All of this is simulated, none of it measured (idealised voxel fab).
process module | voxel wiring stack
cross-section cut | 265 nm wide | cells 5 nm
A cross-section is a grid of square cells, given in bands from the top down. A band is one or more rows of cells.
Each band's line starts with the height of the band's top and of its bottom, in nm. Then come its materials from left to right, each with its width in nm. One material with "throughout" fills the band from edge to edge. "air" is empty space.
Height 0 is the level under which the wafer as received is all one material. The lowest band goes on downwards, as in "0 down".
A width such as "30 to 40" changes by the same amount from each row of cells to the next, from the band's top row to its bottom row.
"no change" after a step means that no cell of the cross-section changed.
closed voids: empty space of 8 cells or more with no open way to the top, each as width x height at its distance from the left edge, in nm
after a step's settings: what the simulator itself notes on the step
overlay nm, on a step with a mask: how far to the right of its planned place the mask lay; to the left if negative
plan
1 op RECEIVE | material Si
2 op CONFORMAL_DEP | material SiO2 | thk nm 10
3 op DIRECTIONAL_DEP | material TiN | thk nm 5
4 op DIRECTIONAL_DEP | material W | thk nm 25
5 op PATTERN | tone cover | mask id METAL_1 | material resist | width nm 30 | pitch nm 55 | thk nm 15 | overlay nm 0
6 op DIRECTIONAL_ETCH | etch materials W | depth nm 25
7 op DIRECTIONAL_ETCH | etch materials TiN | depth nm 5
8 op STRIP | etch materials resist
9 op FILL_DEP | material SiO2 | thk nm 10
10 op CMP | height nm 40
11 op CONFORMAL_DEP | material SiCN | thk nm 5
12 op DIRECTIONAL_DEP | material SiO2 | thk nm 30
13 op PATTERN | tone open | mask id METAL_2_HOLES | material resist | width nm 15 | pitch nm 55 | thk nm 20 | overlay nm 0
14 op DIRECTIONAL_ETCH | etch materials SiO2 | depth nm 30
15 op STRIP | etch materials resist
16 op DIRECTIONAL_DEP | material aC | thk nm 15
17 op PATTERN | tone open | mask id METAL_2 | material resist | width nm 30 | pitch nm 55 | thk nm 35 | overlay nm 0
18 op DIRECTIONAL_ETCH | etch materials aC | depth nm 15
19 op STRIP | etch materials resist
20 op DIRECTIONAL_ETCH | etch materials SiO2 | depth nm 20
21 op DIRECTIONAL_ETCH | etch materials SiCN | depth nm 5
22 op STRIP | etch materials aC
23 op CONFORMAL_DEP | material TiN | thk nm 5
24 op FILL_DEP | material Ru | thk nm 5
25 op CMP | height nm 75
26 op CONFORMAL_DEP | material SiCN | thk nm 5
27 op DIRECTIONAL_DEP | material lowk | thk nm 5
28 op MASKED_ETCH | tone open | mask id PLUG_2 | width nm 15 | pitch nm 110 | etch materials lowk | depth nm 10 | overlay nm 0
29 op MASKED_ETCH | tone open | mask id PLUG_2 | width nm 15 | pitch nm 110 | etch materials SiCN | depth nm 5 | overlay nm 0
30 op CONFORMAL_DEP | material TiN | thk nm 5
31 op FILL_DEP | material Cu | thk nm 10
32 op CMP | height nm 90
33 op DIRECTIONAL_DEP | material TiN | thk nm 5
34 op DIRECTIONAL_DEP | material Ru | thk nm 25
35 op MASKED_ETCH | tone cover | mask id METAL_3 | width nm 30 | pitch nm 55 | etch materials Ru | depth nm 25 | overlay nm 0
36 op MASKED_ETCH | tone cover | mask id METAL_3 | width nm 30 | pitch nm 55 | etch materials TiN | depth nm 5 | overlay nm 0
37 op CONFORMAL_DEP | material SiN | thk nm 5
38 op FILL_DEP | material lowk | thk nm 5
39 op CMP | height nm 120
40 op CONFORMAL_DEP | material SiN | thk nm 5
varied across the wafers: thk nm of step 27. The plan shows the first wafer's value. All wafers start alike
first wafer as received, after step 1
  0 down: Si throughout
  closed voids: none
first wafer at the end, after step 40
  125 to 120: SiN throughout
  120 to 95: lowk 30 | SiN 5 | Ru 30 | SiN 5 | lowk 15 | SiN 5 | Ru 30 | SiN 5 | lowk 15 | SiN 5 | Ru 30 | SiN 5 | lowk 15 | SiN 5 | Ru 30 | SiN 5 | lowk 30
  95 to 90: SiN 35 | TiN 30 | SiN 25 | TiN 30 | SiN 25 | TiN 30 | SiN 25 | TiN 30 | SiN 35
  90 to 85: TiN 40 | Cu 5 | TiN 105 | Cu 5 | TiN 110
  85 to 80: lowk 35 | TiN 5 | Cu 5 | TiN 5 | lowk 95 | TiN 5 | Cu 5 | TiN 5 | lowk 105
  80 to 75: SiCN 35 | TiN 15 | SiCN 95 | TiN 15 | SiCN 105
  75 to 60: SiO2 35 | TiN 5 | Ru 20 | TiN 5 | SiO2 25 | TiN 5 | Ru 20 | TiN 5 | SiO2 25 | TiN 5 | Ru 20 | TiN 5 | SiO2 25 | TiN 5 | Ru 20 | TiN 5 | SiO2 35
  60 to 55: SiO2 35 | TiN 5 | Ru 5 | TiN 20 | SiO2 25 | TiN 5 | Ru 5 | TiN 20 | SiO2 25 | TiN 5 | Ru 5 | TiN 20 | SiO2 25 | TiN 5 | Ru 5 | TiN 20 | SiO2 35
  55 to 45: SiO2 35 | TiN 5 | Ru 5 | TiN 5 | SiO2 40 | TiN 5 | Ru 5 | TiN 5 | SiO2 40 | TiN 5 | Ru 5 | TiN 5 | SiO2 40 | TiN 5 | Ru 5 | TiN 5 | SiO2 50
  45 to 40: SiCN 35 | TiN 15 | SiCN 40 | TiN 15 | SiCN 40 | TiN 15 | SiCN 40 | TiN 15 | SiCN 50
  40 to 15: SiO2 35 | W 30 | SiO2 25 | W 30 | SiO2 25 | W 30 | SiO2 25 | W 30 | SiO2 35
  15 to 10: SiO2 35 | TiN 30 | SiO2 25 | TiN 30 | SiO2 25 | TiN 30 | SiO2 25 | TiN 30 | SiO2 35
  10 to 0: SiO2 throughout
  0 down: Si throughout
  closed voids: none
last wafer at the end
  125 to 120: SiN throughout
  120 to 95: lowk 30 | SiN 5 | Ru 30 | SiN 5 | lowk 15 | SiN 5 | Ru 30 | SiN 5 | lowk 15 | SiN 5 | Ru 30 | SiN 5 | lowk 15 | SiN 5 | Ru 30 | SiN 5 | lowk 30
  95 to 90: SiN 35 | TiN 30 | SiN 25 | TiN 30 | SiN 25 | TiN 30 | SiN 25 | TiN 30 | SiN 35
  90 to 80: lowk throughout
  80 to 75: SiCN throughout
  75 to 60: SiO2 35 | TiN 5 | Ru 20 | TiN 5 | SiO2 25 | TiN 5 | Ru 20 | TiN 5 | SiO2 25 | TiN 5 | Ru 20 | TiN 5 | SiO2 25 | TiN 5 | Ru 20 | TiN 5 | SiO2 35
  60 to 55: SiO2 35 | TiN 5 | Ru 5 | TiN 20 | SiO2 25 | TiN 5 | Ru 5 | TiN 20 | SiO2 25 | TiN 5 | Ru 5 | TiN 20 | SiO2 25 | TiN 5 | Ru 5 | TiN 20 | SiO2 35
  55 to 45: SiO2 35 | TiN 5 | Ru 5 | TiN 5 | SiO2 40 | TiN 5 | Ru 5 | TiN 5 | SiO2 40 | TiN 5 | Ru 5 | TiN 5 | SiO2 40 | TiN 5 | Ru 5 | TiN 5 | SiO2 50
  45 to 40: SiCN 35 | TiN 15 | SiCN 40 | TiN 15 | SiCN 40 | TiN 15 | SiCN 40 | TiN 15 | SiCN 50
  40 to 15: SiO2 35 | W 30 | SiO2 25 | W 30 | SiO2 25 | W 30 | SiO2 25 | W 30 | SiO2 35
  15 to 10: SiO2 35 | TiN 30 | SiO2 25 | TiN 30 | SiO2 25 | TiN 30 | SiO2 25 | TiN 30 | SiO2 35
  10 to 0: SiO2 throughout
  0 down: Si throughout
  closed voids: none
each wafer at the end: cells of each material gained (+) or lost (-) since it was received, then its closed voids
thk nm 5 | +4 Cu | +180 Ru | +88 SiCN | +122 SiN | +478 SiO2 | +181 TiN | +120 W | +152 lowk | closed voids: none
thk nm 10 | +4 Cu | +180 Ru | +88 SiCN | +122 SiN | +478 SiO2 | +134 TiN | +120 W | +199 lowk | closed voids: none
thk nm 15 | +180 Ru | +94 SiCN | +122 SiN | +478 SiO2 | +126 TiN | +120 W | +205 lowk | closed voids: none
thk nm 20 | +180 Ru | +94 SiCN | +122 SiN | +478 SiO2 | +120 TiN | +120 W | +211 lowk | closed voids: none
thk nm 25 | +180 Ru | +94 SiCN | +122 SiN | +478 SiO2 | +120 TiN | +120 W | +211 lowk | closed voids: none
